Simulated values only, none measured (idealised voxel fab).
The following is a process module called voxel wiring stack.
Square cell edge 5 nm, section width 260 nm, ID cut.
In what follows, cross-sections appear as grids of square cells, described through bands that run from the top down, where every band is one or more rows of cells. Look at the band entry: it leads with the top's height and the bottom's height in nm. Then it lists the materials left to right, with a width in nm for each. The word "edge to edge" on a single material says that material fills the band edge to edge. The word "air" is empty space. Ref level 0: as-received wafer is one material below here. Bottom band extends down with no lower bound ("0..down"). It should be noted that a width expressed as "30 to 40" varies in equal increments from row to row of cells within the band, taking the value of the first number at the top row and that of the second number at the bottom row. When a step is marked "remained the same", none of the cells in the cross-section changed during that step. Empty spaces without an open route to the top, at least 8 cells in extent, make up the entry "Fully enclosed voids"; each is given as width x height at distance, where the distance is measured from the left edge, and all are in nm. Where a step's line continues beyond its settings, the continuation is a remark by the simulator itself on that step. Regarding "overlay nm": on a step with a mask, it is the distance the mask lay to the right of its planned place; a negative value places it to the left.

THE PLANNED PROCESS STEPS ARE ENUMERATED HEREUNDER
| 1 | RECEIVE | material Si |
| 2 | CONFORMAL_DEP | material SiO2 | thk nm 15 |
| 3 | DIRECTIONAL_DEP | material TiN | thk nm 5 |
| 4 | DIRECTIONAL_DEP | material Ru | thk nm 25 |
| 5 | PATTERN | tone cover | mask id METAL_1 | material resist | width nm 30 | pitch nm 45 | thk nm 15 | overlay nm 0 |
| 6 | DIRECTIONAL_ETCH | etch materials Ru | depth nm 25 |
| 7 | DIRECTIONAL_ETCH | etch materials TiN | depth nm 5 |
| 8 | STRIP | etch materials resist |
| 9 | CONFORMAL_DEP | material SiCN | thk nm 5 |
| 10 | FILL_DEP | material SiO2 | thk nm 5 |
| 11 | CMP | height nm 45 |
| 12 | CONFORMAL_DEP | material SiCN | thk nm 5 |
| 13 | DIRECTIONAL_DEP | material lowk | thk nm 20 |
| 14 | MASKED_ETCH | tone open | mask id PLUG_1 | width nm 15 | pitch nm 90 | etch materials lowk | depth nm 20 | overlay nm 0 |
| 15 | MASKED_ETCH | tone open | mask id PLUG_1 | width nm 15 | pitch nm 90 | etch materials SiCN | depth nm 5 | overlay nm 0 |
| 16 | EPI | material Ru | thk nm 10 |
| 17 | EPI | material Ru | thk nm 10 |
| 18 | EPI | material Ru | thk nm 5 |
| 19 | CONFORMAL_DEP | material SiN | thk nm 5 |
| 20 | DIRECTIONAL_DEP | material SiO2 | thk nm 25 |
| 21 | DIRECTIONAL_DEP | material aC | thk nm 15 |
| 22 | PATTERN | tone open | mask id METAL_2 | material resist | width nm 30 | pitch nm 45 | thk nm 35 | overlay nm 0 |
| 23 | DIRECTIONAL_ETCH | etch materials aC | depth nm 15 |
| 24 | STRIP | etch materials resist |
| 25 | DIRECTIONAL_ETCH | etch materials SiO2 | depth nm 25 |
| 26 | DIRECTIONAL_ETCH | etch materials SiN | depth nm 5 |
| 27 | STRIP | etch materials aC |
| 28 | CONFORMAL_DEP | material TiN | thk nm 5 |
| 29 | FILL_DEP | material Ru | thk nm 10 |
| 30 | CMP | height nm 100 |
| 31 | EPI | material Ru | thk nm 5 |
| 32 | FILL_DEP | material SiCN | thk nm 5 |
| 33 | DIRECTIONAL_DEP | material lowk | thk nm 25 |
| 34 | PATTERN | tone open | mask id METAL_3 | material resist | width nm 30 | pitch nm 45 | thk nm 20 | overlay nm 0 |
| 35 | DIRECTIONAL_ETCH | etch materials lowk | depth nm 15 |
| 36 | STRIP | etch materials resist |
| 37 | DIRECTIONAL_DEP | material aC | thk nm 15 |
| 38 | PATTERN | tone open | mask id METAL_3_HOLES | material resist | width nm 15 | pitch nm 45 | thk nm 30 | overlay nm 0 |
| 39 | DIRECTIONAL_ETCH | etch materials aC | depth nm 15 |
| 40 | STRIP | etch materials resist |
| 41 | DIRECTIONAL_ETCH | etch materials lowk | depth nm 10 |
| 42 | DIRECTIONAL_ETCH | etch materials SiCN | depth nm 5 |
| 43 | STRIP | etch materials aC |
| 44 | CONFORMAL_DEP | material TiN | thk nm 5 |
| 45 | FILL_DEP | material Cu | thk nm 5 |
| 46 | CMP | height nm 135 |
| 47 | CONFORMAL_DEP | material SiN | thk nm 5 |

AS RECEIVED, AFTER STEP 1
> 0..down: Si edge to edge
> Fully enclosed voids: none

CROSS-SECTIONAL VIEW OF THE FIRST OF THE TWO WAFERS UPON COMPLETION OF THE MODULE, PROCESSED IN ACCORDANCE WITH THE PLAN
> 140..135: SiN edge to edge
> 135..125: lowk: 70, TiN: 5, Cu: 20, TiN: 5, lowk: 15, TiN: 5, Cu: 20, TiN: 5, lowk: 15, TiN: 5, Cu: 20, TiN: 5, lowk: 70
> 125..120: lowk: 70, TiN: 5, Cu: 5, TiN: 20, lowk: 15, TiN: 5, Cu: 5, TiN: 20, lowk: 15, TiN: 5, Cu: 5, TiN: 20, lowk: 70
> 120..110: lowk: 70, TiN: 5, Cu: 5, TiN: 5, lowk: 30, TiN: 5, Cu: 5, TiN: 5, lowk: 30, TiN: 5, Cu: 5, TiN: 5, lowk: 85
> 110..105: SiCN: 70, TiN: 15, SiCN: 30, TiN: 15, SiCN: 30, TiN: 15, SiCN: 85
> 105..100: SiCN: 65, Ru: 40, SiCN: 5, Ru: 40, SiCN: 5, Ru: 40, SiCN: 65
> 100..75: SiO2: 70, TiN: 5, Ru: 20, TiN: 5, SiO2: 15, TiN: 5, Ru: 20, TiN: 5, SiO2: 15, TiN: 5, Ru: 20, TiN: 5, SiO2: 70
> 75..70: SiN: 70, TiN: 30, SiN: 15, TiN: 30, SiN: 15, TiN: 30, SiN: 70
> 70..50: lowk: 70, Ru: 15, lowk: 75, Ru: 15, lowk: 85
> 50..45: SiCN: 70, Ru: 15, SiCN: 75, Ru: 15, SiCN: 85
> 45..20: SiO2: 65, SiCN: 5, Ru: 30, SiCN: 5, SiO2: 5, SiCN: 5, Ru: 30, SiCN: 5, SiO2: 5, SiCN: 5, Ru: 30, SiCN: 5, SiO2: 65
> 20..15: SiCN: 70, TiN: 30, SiCN: 15, TiN: 30, SiCN: 15, TiN: 30, SiCN: 70
> 15..0: SiO2 edge to edge
> 0..down: Si edge to edge
> Fully enclosed voids: none

HERE'S THE SECOND OF OUR TWO WAFERS SECTIONED AT MODULE END. SAME START AS THE FIRST, SAME PLAN, BUT ONE MISTAKE GOT MADE RUNNING IT
> 140..135: SiN edge to edge
> 135..125: lowk: 70, TiN: 5, Cu: 20, TiN: 5, lowk: 15, TiN: 5, Cu: 20, TiN: 5, lowk: 15, TiN: 5, Cu: 20, TiN: 5, lowk: 70
> 125..120: lowk: 70, TiN: 5, Cu: 5, TiN: 20, lowk: 15, TiN: 5, Cu: 5, TiN: 20, lowk: 15, TiN: 5, Cu: 5, TiN: 20, lowk: 70
> 120..110: lowk: 70, TiN: 5, Cu: 5, TiN: 5, lowk: 30, TiN: 5, Cu: 5, TiN: 5, lowk: 30, TiN: 5, Cu: 5, TiN: 5, lowk: 85
> 110..105: SiCN: 70, TiN: 15, SiCN: 30, TiN: 15, SiCN: 30, TiN: 15, SiCN: 85
> 105..100: SiCN: 65, Ru: 40, SiCN: 5, Ru: 40, SiCN: 5, Ru: 40, SiCN: 65
> 100..75: SiO2: 70, TiN: 5, Ru: 20, TiN: 5, SiO2: 15, TiN: 5, Ru: 20, TiN: 5, SiO2: 15, TiN: 5, Ru: 20, TiN: 5, SiO2: 70
> 75..70: SiN: 70, TiN: 30, SiN: 15, TiN: 30, SiN: 15, TiN: 30, SiN: 70
> 70..50: lowk: 70, SiN: 5, TiN: 5, SiN: 5, lowk: 75, SiN: 5, TiN: 5, SiN: 5, lowk: 85
> 50..45: SiCN: 70, SiN: 5, TiN: 5, SiN: 5, SiCN: 75, SiN: 5, TiN: 5, SiN: 5, SiCN: 85
> 45..40: SiO2: 65, SiCN: 40, SiO2: 5, SiCN: 40, SiO2: 5, SiCN: 40, SiO2: 65
> 40..20: SiO2: 65, SiCN: 5, Ru: 30, SiCN: 5, SiO2: 5, SiCN: 5, Ru: 30, SiCN: 5, SiO2: 5, SiCN: 5, Ru: 30, SiCN: 5, SiO2: 65
> 20..15: SiCN: 70, Ru: 30, SiCN: 15, Ru: 30, SiCN: 15, Ru: 30, SiCN: 70
> 15..0: SiO2 edge to edge
> 0..down: Si edge to edge
> Fully enclosed voids: none
Against the plan, the run slipped here: it should be noted that step 3 of the plan was omitted and was not performed
Final cells, second wafer relative to first, materials higher or lower: Ru: 30 fewer | SiCN: 18 more | SiN: 20 more | TiN: 8 fewer
